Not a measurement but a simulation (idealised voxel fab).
Proc. module: voxel self aligned contacts
Xsec cut, 225 nm wide, square cell size 5 nm.
A cross-section in this document is a grid of square cells, and it is written down as bands, the top band listed before the ones below it; a band is made up of one or more rows of cells. Band: top height; bottom height; in nm. Then, left to right: material with width in nm, for each material. "edge to edge": a single material spanning edge to edge. "blank": empty space. We count height from 0. Below that, the starting wafer is all one material. The lowest band never ends at the bottom but goes on down; see "0 and below" for how that is written. It should be noted that a width expressed as "30..40" varies in equal increments from row to row of cells within the band, taking the value of the first number at the top row and that of the second number at the bottom row. Where the words "left unchanged" appear for a step, the cross-section shows no cell changed by that step; every cell remained as before. Basically, "Sealed voids" tells you about the enclosed voids: empty spaces with no open way to the top, 8 cells or bigger, each written width x height at distance, where distance is from the left edge, all in nm. Where a step's line continues beyond its settings, the continuation is a remark by the simulator itself on that step. overlay nm, on a step with a mask: how far to the right of its planned place the mask lay; to the left if negative.

SET OUT BELOW ARE THE PLANNED STEPS OF THE PROCESS
1 RECEIVE, material Si
2 OXIDIZE, depth nm 5
3 DIRECTIONAL_DEP, material polySi, thk nm 20
4 DIRECTIONAL_DEP, material SiN, thk nm 20
5 DIRECTIONAL_DEP, material aC, thk nm 10
6 PATTERN, tone cover, mask id GATE, material resist, width nm 25, pitch nm 50, thk nm 30, overlay nm 0
7 DIRECTIONAL_ETCH, etch materials aC, depth nm 10
8 STRIP, etch materials resist
9 DIRECTIONAL_ETCH, etch materials SiN, depth nm 20
10 DIRECTIONAL_ETCH, etch materials polySi, depth nm 20
11 STRIP, etch materials aC
12 CONFORMAL_DEP, material SiN, thk nm 5
13 DIRECTIONAL_ETCH, etch materials SiN, depth nm 5
14 FILL_DEP, material SiO2, thk nm 15
15 CMP, height nm 50
16 PATTERN, tone open, mask id CONTACT, material resist, width nm 35, pitch nm 50, thk nm 20, overlay nm 0
17 DIRECTIONAL_ETCH, etch materials SiO2, depth nm 55
18 STRIP, etch materials resist
19 CONFORMAL_DEP, material TiN, thk nm 5
20 FILL_DEP, material Ru, thk nm 5
21 CMP, height nm 50
22 CONFORMAL_DEP, material SiCN, thk nm 5

THE FIRST OF A SET OF TWO WAFERS, RUN TO PLAN

WAFER CROSS-SECTION ON RECEIPT, I.E. AFTER STEP 1
- 0 and below: Si edge to edge
- Sealed voids: none

STEP 2 DONE - WAFER CROSS-SECTION
- 0 down to -5: SiO2 edge to edge
- For the remainder of the cross-section, below -5, there is no change.

STEP 3 DONE - WAFER CROSS-SECTION
- 20 down to 0: polySi edge to edge
- For the remainder of the cross-section, below 0, there is no change.

STEP 4 DONE - WAFER CROSS-SECTION
- 40 down to 20: SiN edge to edge
- For the remainder of the cross-section, below 20, there is no change.

STEP 5 DONE - WAFER CROSS-SECTION
- 50 down to 40: aC edge to edge
- For the remainder of the cross-section, below 40, there is no change.

STEP 6 DONE - WAFER CROSS-SECTION
- 80 down to 50: blank: 50, then resist: 25, then blank: 25, then resist: 25, then blank: 25, then resist: 25, then blank: 50
- For the remainder of the cross-section, below 50, there is no change.

STEP 7 DONE - WAFER CROSS-SECTION
- 70 down to 50: blank: 50, then resist: 25, then blank: 25, then resist: 25, then blank: 25, then resist: 25, then blank: 50
- 50 down to 40: blank: 50, then aC: 25, then blank: 25, then aC: 25, then blank: 25, then aC: 25, then blank: 50
- For the remainder of the cross-section, below 40, there is no change.

STEP 8 DONE - WAFER CROSS-SECTION
- 50 down to 40: blank: 50, then aC: 25, then blank: 25, then aC: 25, then blank: 25, then aC: 25, then blank: 50
- For the remainder of the cross-section, below 40, there is no change.

STEP 9 DONE - WAFER CROSS-SECTION
- 50 down to 40: blank: 50, then aC: 25, then blank: 25, then aC: 25, then blank: 25, then aC: 25, then blank: 50
- 40 down to 20: blank: 50, then SiN: 25, then blank: 25, then SiN: 25, then blank: 25, then SiN: 25, then blank: 50
- For the remainder of the cross-section, below 20, there is no change.

STEP 10 DONE - WAFER CROSS-SECTION
- 50 down to 40: blank: 50, then aC: 25, then blank: 25, then aC: 25, then blank: 25, then aC: 25, then blank: 50
- 40 down to 20: blank: 50, then SiN: 25, then blank: 25, then SiN: 25, then blank: 25, then SiN: 25, then blank: 50
- 20 down to 0: blank: 50, then polySi: 25, then blank: 25, then polySi: 25, then blank: 25, then polySi: 25, then blank: 50
- For the remainder of the cross-section, below 0, there is no change.

STEP 11 DONE - WAFER CROSS-SECTION
- 40 down to 20: blank: 50, then SiN: 25, then blank: 25, then SiN: 25, then blank: 25, then SiN: 25, then blank: 50
- For the remainder of the cross-section, below 20, there is no change.

STEP 12 DONE - WAFER CROSS-SECTION
- 45 down to 20: blank: 45, then SiN: 35, then blank: 15, then SiN: 35, then blank: 15, then SiN: 35, then blank: 45
- 20 down to 5: blank: 45, then SiN: 5, then polySi: 25, then SiN: 5, then blank: 15, then SiN: 5, then polySi: 25, then SiN: 5, then blank: 15, then SiN: 5, then polySi: 25, then SiN: 5, then blank: 45
- 5 down to 0: SiN: 50, then polySi: 25, then SiN: 25, then polySi: 25, then SiN: 25, then polySi: 25, then SiN: 50
- For the remainder of the cross-section, below 0, there is no change.

STEP 13 DONE - WAFER CROSS-SECTION
- 40 down to 20: blank: 45, then SiN: 35, then blank: 15, then SiN: 35, then blank: 15, then SiN: 35, then blank: 45
- 20 down to 0: blank: 45, then SiN: 5, then polySi: 25, then SiN: 5, then blank: 15, then SiN: 5, then polySi: 25, then SiN: 5, then blank: 15, then SiN: 5, then polySi: 25, then SiN: 5, then blank: 45
- For the remainder of the cross-section, below 0, there is no change.

STEP 14 DONE - WAFER CROSS-SECTION
- 55 down to 40: SiO2 edge to edge
- 40 down to 20: SiO2: 45, then SiN: 35, then SiO2: 15, then SiN: 35, then SiO2: 15, then SiN: 35, then SiO2: 45
- 20 down to 0: SiO2: 45, then SiN: 5, then polySi: 25, then SiN: 5, then SiO2: 15, then SiN: 5, then polySi: 25, then SiN: 5, then SiO2: 15, then SiN: 5, then polySi: 25, then SiN: 5, then SiO2: 45
- For the remainder of the cross-section, below 0, there is no change.

STEP 15 DONE - WAFER CROSS-SECTION
- 50 down to 40: SiO2 edge to edge
- For the remainder of the cross-section, below 40, there is no change.

STEP 16 DONE - WAFER CROSS-SECTION
- 70 down to 50: resist: 70, then blank: 35, then resist: 15, then blank: 35, then resist: 70
- For the remainder of the cross-section, below 50, there is no change.

STEP 17 DONE - WAFER CROSS-SECTION
- 70 down to 50: resist: 70, then blank: 35, then resist: 15, then blank: 35, then resist: 70
- 50 down to 40: SiO2: 70, then blank: 35, then SiO2: 15, then blank: 35, then SiO2: 70
- 40 down to 20: SiO2: 45, then SiN: 35, then blank: 15, then SiN: 35, then blank: 15, then SiN: 35, then SiO2: 45
- 20 down to 0: SiO2: 45, then SiN: 5, then polySi: 25, then SiN: 5, then blank: 15, then SiN: 5, then polySi: 25, then SiN: 5, then blank: 15, then SiN: 5, then polySi: 25, then SiN: 5, then SiO2: 45
- 0 down to -5: SiO2: 80, then blank: 15, then SiO2: 35, then blank: 15, then SiO2: 80
- For the remainder of the cross-section, below -5, there is no change.

STEP 18 DONE - WAFER CROSS-SECTION
- 50 down to 40: SiO2: 70, then blank: 35, then SiO2: 15, then blank: 35, then SiO2: 70
- For the remainder of the cross-section, below 40, there is no change.

STEP 19 DONE - WAFER CROSS-SECTION
- 55 down to 50: TiN: 75, then blank: 25, then TiN: 25, then blank: 25, then TiN: 75
- 50 down to 40: SiO2: 70, then TiN: 5..15, then blank: 25..5, then TiN: 5..15, then SiO2: 15, then TiN: 5..15, then blank: 25..5, then TiN: 5..15, then SiO2: 70
- 40 down to 20: SiO2: 45, then SiN: 35, then TiN: 5, then blank: 5, then TiN: 5, then SiN: 35, then TiN: 5, then blank: 5, then TiN: 5, then SiN: 35, then SiO2: 45
- 20 down to 0: SiO2: 45, then SiN: 5, then polySi: 25, then SiN: 5, then TiN: 5, then blank: 5, then TiN: 5, then SiN: 5, then polySi: 25, then SiN: 5, then TiN: 5, then blank: 5, then TiN: 5, then SiN: 5, then polySi: 25, then SiN: 5, then SiO2: 45
- 0 down to -5: SiO2: 80, then TiN: 15, then SiO2: 35, then TiN: 15, then SiO2: 80
- For the remainder of the cross-section, below -5, there is no change.

STEP 20 DONE - WAFER CROSS-SECTION
- 60 down to 55: Ru edge to edge
- 55 down to 50: TiN: 75, then Ru: 25, then TiN: 25, then Ru: 25, then TiN: 75
- 50 down to 40: SiO2: 70, then TiN: 5..15, then Ru: 25..5, then TiN: 5..15, then SiO2: 15, then TiN: 5..15, then Ru: 25..5, then TiN: 5..15, then SiO2: 70
- 40 down to 20: SiO2: 45, then SiN: 35, then TiN: 5, then Ru: 5, then TiN: 5, then SiN: 35, then TiN: 5, then Ru: 5, then TiN: 5, then SiN: 35, then SiO2: 45
- 20 down to 0: SiO2: 45, then SiN: 5, then polySi: 25, then SiN: 5, then TiN: 5, then Ru: 5, then TiN: 5, then SiN: 5, then polySi: 25, then SiN: 5, then TiN: 5, then Ru: 5, then TiN: 5, then SiN: 5, then polySi: 25, then SiN: 5, then SiO2: 45
- For the remainder of the cross-section, below 0, there is no change.

STEP 21 DONE - WAFER CROSS-SECTION
- 50 down to 40: SiO2: 70, then TiN: 5..15, then Ru: 25..5, then TiN: 5..15, then SiO2: 15, then TiN: 5..15, then Ru: 25..5, then TiN: 5..15, then SiO2: 70
- For the remainder of the cross-section, below 40, there is no change.

STEP 22 DONE - WAFER CROSS-SECTION
- 55 down to 50: SiCN edge to edge
- For the remainder of the cross-section, below 50, there is no change.

WAFER TWO: LIKE WAFER ONE IN START AND PLAN, BUT WITH ONE MISTAKE IN EXECUTION; IDENTICAL UP TO AND INCLUDING STEP 2

CROSS-SECTION OF THE SECOND WAFER AT THE TIME BY WHICH STEP 3 SHOULD HAVE BEEN COMPLETED ACCORDING TO THE PLAN
- 20 down to 0: SiN edge to edge
- For the remainder of the cross-section, below 0, there is no change.

CROSS-SECTION OF THE SECOND WAFER AT THE TIME BY WHICH STEP 4 SHOULD HAVE BEEN COMPLETED ACCORDING TO THE PLAN
- 40 down to 20: polySi edge to edge
- For the remainder of the cross-section, below 20, there is no change.

CROSS-SECTION OF THE SECOND WAFER AT THE TIME BY WHICH STEP 5 SHOULD HAVE BEEN COMPLETED ACCORDING TO THE PLAN
- 50 down to 40: aC edge to edge
- For the remainder of the cross-section, below 40, there is no change.

CROSS-SECTION OF THE SECOND WAFER AT THE TIME BY WHICH STEP 6 SHOULD HAVE BEEN COMPLETED ACCORDING TO THE PLAN
- 80 down to 50: blank: 50, then resist: 25, then blank: 25, then resist: 25, then blank: 25, then resist: 25, then blank: 50
- For the remainder of the cross-section, below 50, there is no change.

CROSS-SECTION OF THE SECOND WAFER AT THE TIME BY WHICH STEP 7 SHOULD HAVE BEEN COMPLETED ACCORDING TO THE PLAN
- 70 down to 50: blank: 50, then resist: 25, then blank: 25, then resist: 25, then blank: 25, then resist: 25, then blank: 50
- 50 down to 40: blank: 50, then aC: 25, then blank: 25, then aC: 25, then blank: 25, then aC: 25, then blank: 50
- For the remainder of the cross-section, below 40, there is no change.

CROSS-SECTION OF THE SECOND WAFER AT THE TIME BY WHICH STEP 8 SHOULD HAVE BEEN COMPLETED ACCORDING TO THE PLAN
- 50 down to 40: blank: 50, then aC: 25, then blank: 25, then aC: 25, then blank: 25, then aC: 25, then blank: 50
- For the remainder of the cross-section, below 40, there is no change.

Cross-section of the second wafer at the time by which step 9 should have been completed according to the plan: left unchanged

CROSS-SECTION OF THE SECOND WAFER AT THE TIME BY WHICH STEP 10 SHOULD HAVE BEEN COMPLETED ACCORDING TO THE PLAN
- 50 down to 40: blank: 50, then aC: 25, then blank: 25, then aC: 25, then blank: 25, then aC: 25, then blank: 50
- 40 down to 20: blank: 50, then polySi: 25, then blank: 25, then polySi: 25, then blank: 25, then polySi: 25, then blank: 50
- For the remainder of the cross-section, below 20, there is no change.

CROSS-SECTION OF THE SECOND WAFER AT THE TIME BY WHICH STEP 11 SHOULD HAVE BEEN COMPLETED ACCORDING TO THE PLAN
- 40 down to 20: blank: 50, then polySi: 25, then blank: 25, then polySi: 25, then blank: 25, then polySi: 25, then blank: 50
- For the remainder of the cross-section, below 20, there is no change.

CROSS-SECTION OF THE SECOND WAFER AT THE TIME BY WHICH STEP 12 SHOULD HAVE BEEN COMPLETED ACCORDING TO THE PLAN
- 45 down to 40: blank: 45, then SiN: 35, then blank: 15, then SiN: 35, then blank: 15, then SiN: 35, then blank: 45
- 40 down to 25: blank: 45, then SiN: 5, then polySi: 25, then SiN: 5, then blank: 15, then SiN: 5, then polySi: 25, then SiN: 5, then blank: 15, then SiN: 5, then polySi: 25, then SiN: 5, then blank: 45
- 25 down to 20: SiN: 50, then polySi: 25, then SiN: 25, then polySi: 25, then SiN: 25, then polySi: 25, then SiN: 50
- For the remainder of the cross-section, below 20, there is no change.

CROSS-SECTION OF THE SECOND WAFER AT THE TIME BY WHICH STEP 13 SHOULD HAVE BEEN COMPLETED ACCORDING TO THE PLAN
- 40 down to 20: blank: 45, then SiN: 5, then polySi: 25, then SiN: 5, then blank: 15, then SiN: 5, then polySi: 25, then SiN: 5, then blank: 15, then SiN: 5, then polySi: 25, then SiN: 5, then blank: 45
- For the remainder of the cross-section, below 20, there is no change.

CROSS-SECTION OF THE SECOND WAFER AT THE TIME BY WHICH STEP 14 SHOULD HAVE BEEN COMPLETED ACCORDING TO THE PLAN
- 55 down to 40: SiO2 edge to edge
- 40 down to 20: SiO2: 45, then SiN: 5, then polySi: 25, then SiN: 5, then SiO2: 15, then SiN: 5, then polySi: 25, then SiN: 5, then SiO2: 15, then SiN: 5, then polySi: 25, then SiN: 5, then SiO2: 45
- For the remainder of the cross-section, below 20, there is no change.

CROSS-SECTION OF THE SECOND WAFER AT THE TIME BY WHICH STEP 15 SHOULD HAVE BEEN COMPLETED ACCORDING TO THE PLAN
- 50 down to 40: SiO2 edge to edge
- For the remainder of the cross-section, below 40, there is no change.

CROSS-SECTION OF THE SECOND WAFER AT THE TIME BY WHICH STEP 16 SHOULD HAVE BEEN COMPLETED ACCORDING TO THE PLAN
- 70 down to 50: resist: 70, then blank: 35, then resist: 15, then blank: 35, then resist: 70
- For the remainder of the cross-section, below 50, there is no change.

CROSS-SECTION OF THE SECOND WAFER AT THE TIME BY WHICH STEP 17 SHOULD HAVE BEEN COMPLETED ACCORDING TO THE PLAN
- 70 down to 50: resist: 70, then blank: 35, then resist: 15, then blank: 35, then resist: 70
- 50 down to 40: SiO2: 70, then blank: 35, then SiO2: 15, then blank: 35, then SiO2: 70
- 40 down to 20: SiO2: 45, then SiN: 5, then polySi: 25, then SiN: 5, then blank: 15, then SiN: 5, then polySi: 25, then SiN: 5, then blank: 15, then SiN: 5, then polySi: 25, then SiN: 5, then SiO2: 45
- For the remainder of the cross-section, below 20, there is no change.

CROSS-SECTION OF THE SECOND WAFER AT THE TIME BY WHICH STEP 18 SHOULD HAVE BEEN COMPLETED ACCORDING TO THE PLAN
- 50 down to 40: SiO2: 70, then blank: 35, then SiO2: 15, then blank: 35, then SiO2: 70
- For the remainder of the cross-section, below 40, there is no change.

CROSS-SECTION OF THE SECOND WAFER AT THE TIME BY WHICH STEP 19 SHOULD HAVE BEEN COMPLETED ACCORDING TO THE PLAN
- 55 down to 50: TiN: 75, then blank: 25, then TiN: 25, then blank: 25, then TiN: 75
- 50 down to 40: SiO2: 70, then TiN: 5..15, then blank: 25..5, then TiN: 5..15, then SiO2: 15, then TiN: 5..15, then blank: 25..5, then TiN: 5..15, then SiO2: 70
- 40 down to 25: SiO2: 45, then SiN: 5, then polySi: 25, then SiN: 5, then TiN: 5, then blank: 5, then TiN: 5, then SiN: 5, then polySi: 25, then SiN: 5, then TiN: 5, then blank: 5, then TiN: 5, then SiN: 5, then polySi: 25, then SiN: 5, then SiO2: 45
- 25 down to 20: SiO2: 45, then SiN: 5, then polySi: 25, then SiN: 5, then TiN: 15, then SiN: 5, then polySi: 25, then SiN: 5, then TiN: 15, then SiN: 5, then polySi: 25, then SiN: 5, then SiO2: 45
- For the remainder of the cross-section, below 20, there is no change.

CROSS-SECTION OF THE SECOND WAFER AT THE TIME BY WHICH STEP 20 SHOULD HAVE BEEN COMPLETED ACCORDING TO THE PLAN
- 60 down to 55: Ru edge to edge
- 55 down to 50: TiN: 75, then Ru: 25, then TiN: 25, then Ru: 25, then TiN: 75
- 50 down to 40: SiO2: 70, then TiN: 5..15, then Ru: 25..5, then TiN: 5..15, then SiO2: 15, then TiN: 5..15, then Ru: 25..5, then TiN: 5..15, then SiO2: 70
- 40 down to 25: SiO2: 45, then SiN: 5, then polySi: 25, then SiN: 5, then TiN: 5, then Ru: 5, then TiN: 5, then SiN: 5, then polySi: 25, then SiN: 5, then TiN: 5, then Ru: 5, then TiN: 5, then SiN: 5, then polySi: 25, then SiN: 5, then SiO2: 45
- For the remainder of the cross-section, below 25, there is no change.

CROSS-SECTION OF THE SECOND WAFER AT THE TIME BY WHICH STEP 21 SHOULD HAVE BEEN COMPLETED ACCORDING TO THE PLAN
- 50 down to 40: SiO2: 70, then TiN: 5..15, then Ru: 25..5, then TiN: 5..15, then SiO2: 15, then TiN: 5..15, then Ru: 25..5, then TiN: 5..15, then SiO2: 70
- For the remainder of the cross-section, below 40, there is no change.

CROSS-SECTION OF THE SECOND WAFER AT THE TIME BY WHICH STEP 22 SHOULD HAVE BEEN COMPLETED ACCORDING TO THE PLAN
- 55 down to 50: SiCN edge to edge
- For the remainder of the cross-section, below 50, there is no change.
Here's what went sideways: steps 3 and 4 were swapped
The closing comparison, in cells, has the second wafer with more or fewer of some materials than the first: Ru: 10 fewer | SiN: 96 more | SiO2: 66 fewer | TiN: 20 fewer
